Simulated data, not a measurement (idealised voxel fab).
The name of this process module is voxel released beams.
It is cross-section cut that appears here, measuring 190 nm in width, its square cells being 5 nm in size.
When this document writes out a cross-section, it uses a grid of square cells and lists it as bands, beginning at the top and moving down, with a band standing for one or more rows of cells.
In this notation a band is specified by the heights of its top and bottom, in that order and in nm, after which its materials appear from left to right, each paired with its width in nm. The word "everywhere" attached to a single material means that material fills the band from edge to edge; the word "air" stands for empty space.
Measure heights from 0. That's the level where, below it, the as-received wafer is all one material. The lowest band is bottomless and extends downward; write it as in "0 down".
A width such as "30 to 40" changes by the same amount from each row of cells to the next, from the band's top row to its bottom row.
The cross-section has no changed cell in any step marked "nothing changed".
Listed in "Enclosed internal voids": every empty space of 8 or more cells without an open way to the top. Form: width x height at distance, the distance being from the left edge, all in nm.
Whatever follows a step's settings on its line is a remark the simulator itself makes about that step.
overlay nm: right-of-plan distance of the mask on a masked step; negative values mean left-of-plan.

plan
step 1: RECEIVE: material Si
step 2: CONFORMAL_DEP: material SiN, thk nm 5
step 3: DIRECTIONAL_DEP: material SiO2, thk nm 20
step 4: PATTERN: tone open, mask id ANCHOR, material resist, width nm 35, thk nm 15, overlay nm 0
step 5: DIRECTIONAL_ETCH: etch materials SiO2, depth nm 20
step 6: STRIP: etch materials resist
step 7: CONFORMAL_DEP: material W, thk nm 10
step 8: PATTERN: tone cover, mask id BEAM, material resist, width nm 120, thk nm 15, overlay nm 0
step 9: DIRECTIONAL_ETCH: etch materials W, depth nm 10
step 10: STRIP: etch materials resist
step 11: STRIP: etch materials SiO2

first wafer, as planned

As received (post step 1): cross-section
	0 down = Si everywhere
	Enclosed internal voids: none

After step 2: wafer cross-section
	5 to 0 = SiN everywhere
	Everything under 0 stays put, no change at all.

After step 3: wafer cross-section
	25 to 5 = SiO2 everywhere
	Everything under 5 stays put, no change at all.

After step 4: wafer cross-section
	40 to 25 = resist: 35  air: 35  resist: 120
	Everything under 25 stays put, no change at all.

After step 5: wafer cross-section
	40 to 25 = resist: 35  air: 35  resist: 120
	25 to 5 = SiO2: 35  air: 35  SiO2: 120
	Everything under 5 stays put, no change at all.

After step 6: wafer cross-section
	25 to 5 = SiO2: 35  air: 35  SiO2: 120
	Everything under 5 stays put, no change at all.

After step 7: wafer cross-section
	35 to 25 = W: 45  air: 15  W: 130
	25 to 15 = SiO2: 35  W: 10  air: 15  W: 10  SiO2: 120
	15 to 5 = SiO2: 35  W: 35  SiO2: 120
	Everything under 5 stays put, no change at all.

After step 8: wafer cross-section
	50 to 35 = air: 30  resist: 120  air: 40
	35 to 25 = W: 45  resist: 15  W: 130
	25 to 15 = SiO2: 35  W: 10  resist: 15  W: 10  SiO2: 120
	Everything under 15 stays put, no change at all.

After step 9: wafer cross-section
	50 to 35 = air: 30  resist: 120  air: 40
	35 to 25 = air: 30  W: 15  resist: 15  W: 90  air: 40
	Everything under 25 stays put, no change at all.

After step 10: wafer cross-section
	35 to 25 = air: 30  W: 15  air: 15  W: 90  air: 40
	25 to 15 = SiO2: 35  W: 10  air: 15  W: 10  SiO2: 120
	Everything under 15 stays put, no change at all.

After step 11: wafer cross-section
	35 to 25 = air: 30  W: 15  air: 15  W: 90  air: 40
	25 to 15 = air: 35  W: 10  air: 15  W: 10  air: 120
	15 to 5 = air: 35  W: 35  air: 120
	Everything under 5 stays put, no change at all.

Wafer two. Same start, same plan, one slip in execution. Same as wafer one through step 2, inclusive

Cross-section of the second wafer when, according to plan, step 3 should have finished
	25 to 0 = SiN everywhere
	Everything under 0 stays put, no change at all.

Cross-section of the second wafer when, according to plan, step 4 should have finished
	40 to 25 = resist: 35  air: 35  resist: 120
	Everything under 25 stays put, no change at all.

Cross-section of the second wafer when, according to plan, step 5 should have finished: nothing changed

Cross-section of the second wafer when, according to plan, step 6 should have finished
	25 to 0 = SiN everywhere
	Everything under 0 stays put, no change at all.

Cross-section of the second wafer when, according to plan, step 7 should have finished
	35 to 25 = W everywhere
	Everything under 25 stays put, no change at all.

Cross-section of the second wafer when, according to plan, step 8 should have finished
	50 to 35 = air: 30  resist: 120  air: 40
	Everything under 35 stays put, no change at all.

Cross-section of the second wafer when, according to plan, step 9 should have finished
	50 to 35 = air: 30  resist: 120  air: 40
	35 to 25 = air: 30  W: 120  air: 40
	Everything under 25 stays put, no change at all.

Cross-section of the second wafer when, according to plan, step 10 should have finished
	35 to 25 = air: 30  W: 120  air: 40
	Everything under 25 stays put, no change at all.

Cross-section of the second wafer when, according to plan, step 11 should have finished: nothing changed
Nonconformance to the process plan: step 3 did not happen as planned, as run it was DIRECTIONAL_DEP: material SiN, thk nm 20
It is noted that, at the conclusion of processing, the second wafer exhibits a higher or lower cell count for certain materials relative to the first: +152 SiN; -16 W
